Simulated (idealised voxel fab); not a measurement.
The document below concerns the process module designated voxel fin reveal.
The cross-section on display is named cut; it measures 150 nm wide, and its cells are 5 nm squares.
Cross-sections here: square-cell grids, written as top-down lists of bands, a band being one or more rows of cells. Heads up on the band format: heights come first, top then bottom, in nm. After that it's the materials left to right, each with its width in nm. A single material flagged "throughout" fills the whole band edge to edge, and "air" means there's empty space there. Counting heights begins at 0, where everything beneath is, in the wafer as received, one material. The lowest band has no bottom; it goes on downwards, as "0..down" shows. Width spec "30->40" -> top row of cells at first value, bottom row at second value, equal per-row change in between. The cross-section has no changed cell in any step marked "everything unchanged". Closed-off voids of 8+ cells (no open route to the top) go in "Non-vented voids", written width x height at distance from the left edge, in nm. Where a step's line continues beyond its settings, the continuation is a remark by the simulator itself on that step. Among the settings permitted on a step's line is "overlay nm"; applied to a step with a mask, it specifies the extent to which the mask lay to the right of its planned position, whereas a negative figure signifies a position to the left.

THIS SECTION LISTS THE PROCESS STEPS THAT WERE PLANNED
| 1 | RECEIVE: material Si |
| 2 | CONFORMAL_DEP: material SiN, thk nm 10 |
| 3 | DIRECTIONAL_DEP: material aC, thk nm 15 |
| 4 | PATTERN: tone cover, mask id FINS, material resist, width nm 15, pitch nm 40, thk nm 30, overlay nm 0 |
| 5 | DIRECTIONAL_ETCH: etch materials aC, depth nm 15 |
| 6 | STRIP: etch materials resist |
| 7 | DIRECTIONAL_ETCH: etch materials SiN, depth nm 10 |
| 8 | DIRECTIONAL_ETCH: etch materials Si, depth nm 40 |
| 9 | STRIP: etch materials aC |
| 10 | OXIDIZE: depth nm 5 |
| 11 | FILL_DEP: material SiO2, thk nm 15 |
| 12 | CMP: height nm 10 |
| 13 | SELECTIVE_ETCH: etch materials SiO2, depth nm 35 |
| 14 | STRIP: etch materials SiN |

THE FIRST OF THE TWO WAFERS, WHICH RAN AS PLANNED

DELIVERED WAFER IN CROSS-SECTION: STATE AFTER STEP 1
- 0..down  Si throughout
- Non-vented voids: none

THE WAFER IN CROSS-SECTION ONCE STEP 2 IS COMPLETE
- 10..0  SiN throughout
- Heights below 0 show no change.

THE WAFER IN CROSS-SECTION ONCE STEP 3 IS COMPLETE
- 25..10  aC throughout
- Heights below 10 show no change.

THE WAFER IN CROSS-SECTION ONCE STEP 4 IS COMPLETE
- 55..25  air: 25  resist: 15  air: 25  resist: 15  air: 25  resist: 15  air: 30
- Heights below 25 show no change.

THE WAFER IN CROSS-SECTION ONCE STEP 5 IS COMPLETE
- 40..25  air: 25  resist: 15  air: 25  resist: 15  air: 25  resist: 15  air: 30
- 25..10  air: 25  aC: 15  air: 25  aC: 15  air: 25  aC: 15  air: 30
- Heights below 10 show no change.

THE WAFER IN CROSS-SECTION ONCE STEP 6 IS COMPLETE
- 25..10  air: 25  aC: 15  air: 25  aC: 15  air: 25  aC: 15  air: 30
- Heights below 10 show no change.

THE WAFER IN CROSS-SECTION ONCE STEP 7 IS COMPLETE
- 25..10  air: 25  aC: 15  air: 25  aC: 15  air: 25  aC: 15  air: 30
- 10..0  air: 25  SiN: 15  air: 25  SiN: 15  air: 25  SiN: 15  air: 30
- Heights below 0 show no change.

THE WAFER IN CROSS-SECTION ONCE STEP 8 IS COMPLETE
- 25..10  air: 25  aC: 15  air: 25  aC: 15  air: 25  aC: 15  air: 30
- 10..0  air: 25  SiN: 15  air: 25  SiN: 15  air: 25  SiN: 15  air: 30
- 0..-40  air: 25  Si: 15  air: 25  Si: 15  air: 25  Si: 15  air: 30
- Heights below -40 show no change.

THE WAFER IN CROSS-SECTION ONCE STEP 9 IS COMPLETE
- 10..0  air: 25  SiN: 15  air: 25  SiN: 15  air: 25  SiN: 15  air: 30
- Heights below 0 show no change.

THE WAFER IN CROSS-SECTION ONCE STEP 10 IS COMPLETE
- 10..0  air: 25  SiN: 15  air: 25  SiN: 15  air: 25  SiN: 15  air: 30
- 0..-40  air: 25  SiO2: 5  Si: 5  SiO2: 5  air: 25  SiO2: 5  Si: 5  SiO2: 5  air: 25  SiO2: 5  Si: 5  SiO2: 5  air: 30
- -40..-45  SiO2: 30  Si: 5  SiO2: 35  Si: 5  SiO2: 35  Si: 5  SiO2: 35
- Heights below -45 show no change.

THE WAFER IN CROSS-SECTION ONCE STEP 11 IS COMPLETE
- 25..10  SiO2 throughout
- 10..0  SiO2: 25  SiN: 15  SiO2: 25  SiN: 15  SiO2: 25  SiN: 15  SiO2: 30
- 0..-45  SiO2: 30  Si: 5  SiO2: 35  Si: 5  SiO2: 35  Si: 5  SiO2: 35
- Heights below -45 show no change.

THE WAFER IN CROSS-SECTION ONCE STEP 12 IS COMPLETE
- 10..0  SiO2: 25  SiN: 15  SiO2: 25  SiN: 15  SiO2: 25  SiN: 15  SiO2: 30
- Heights below 0 show no change.

THE WAFER IN CROSS-SECTION ONCE STEP 13 IS COMPLETE
- 10..0  air: 25  SiN: 15  air: 25  SiN: 15  air: 25  SiN: 15  air: 30
- 0..-25  air: 30  Si: 5  air: 35  Si: 5  air: 35  Si: 5  air: 35
- Heights below -25 show no change.

THE WAFER IN CROSS-SECTION ONCE STEP 14 IS COMPLETE
- 0..-25  air: 30  Si: 5  air: 35  Si: 5  air: 35  Si: 5  air: 35
- Heights below -25 show no change.

SECOND WAFER, SAME STARTING STATE AND PLAN AS THE FIRST, ONE MISTAKE IN THE RUN, IDENTICAL THROUGH STEP 7

WHEN STEP 8 SHOULD HAVE ENDED
- 25..10  air: 25  aC: 15  air: 25  aC: 15  air: 25  aC: 15  air: 30
- 10..0  air: 25  SiN: 15  air: 25  SiN: 15  air: 25  SiN: 15  air: 30
- 0..-50  air: 25  Si: 15  air: 25  Si: 15  air: 25  Si: 15  air: 30
- Heights below -50 show no change.

WHEN STEP 9 SHOULD HAVE ENDED
- 10..0  air: 25  SiN: 15  air: 25  SiN: 15  air: 25  SiN: 15  air: 30
- Heights below 0 show no change.

WHEN STEP 10 SHOULD HAVE ENDED
- 10..0  air: 25  SiN: 15  air: 25  SiN: 15  air: 25  SiN: 15  air: 30
- 0..-50  air: 25  SiO2: 5  Si: 5  SiO2: 5  air: 25  SiO2: 5  Si: 5  SiO2: 5  air: 25  SiO2: 5  Si: 5  SiO2: 5  air: 30
- -50..-55  SiO2: 30  Si: 5  SiO2: 35  Si: 5  SiO2: 35  Si: 5  SiO2: 35
- Heights below -55 show no change.

WHEN STEP 11 SHOULD HAVE ENDED
- 25..10  SiO2 throughout
- 10..0  SiO2: 25  SiN: 15  SiO2: 25  SiN: 15  SiO2: 25  SiN: 15  SiO2: 30
- 0..-55  SiO2: 30  Si: 5  SiO2: 35  Si: 5  SiO2: 35  Si: 5  SiO2: 35
- Heights below -55 show no change.

WHEN STEP 12 SHOULD HAVE ENDED
- 10..0  SiO2: 25  SiN: 15  SiO2: 25  SiN: 15  SiO2: 25  SiN: 15  SiO2: 30
- Heights below 0 show no change.

WHEN STEP 13 SHOULD HAVE ENDED
- 10..0  air: 25  SiN: 15  air: 25  SiN: 15  air: 25  SiN: 15  air: 30
- 0..-25  air: 30  Si: 5  air: 35  Si: 5  air: 35  Si: 5  air: 35
- Heights below -25 show no change.

WHEN STEP 14 SHOULD HAVE ENDED
- 0..-25  air: 30  Si: 5  air: 35  Si: 5  air: 35  Si: 5  air: 35
- Heights below -25 show no change.
Deviation noted in wafer processing: for step 8, the planned setting was not used; the step was instead run as DIRECTIONAL_ETCH: etch materials Si, depth nm 50
In the final state, the cell counts of the second wafer exceed or fall short of those of the first for the following materials: Si -54 | SiO2 +54
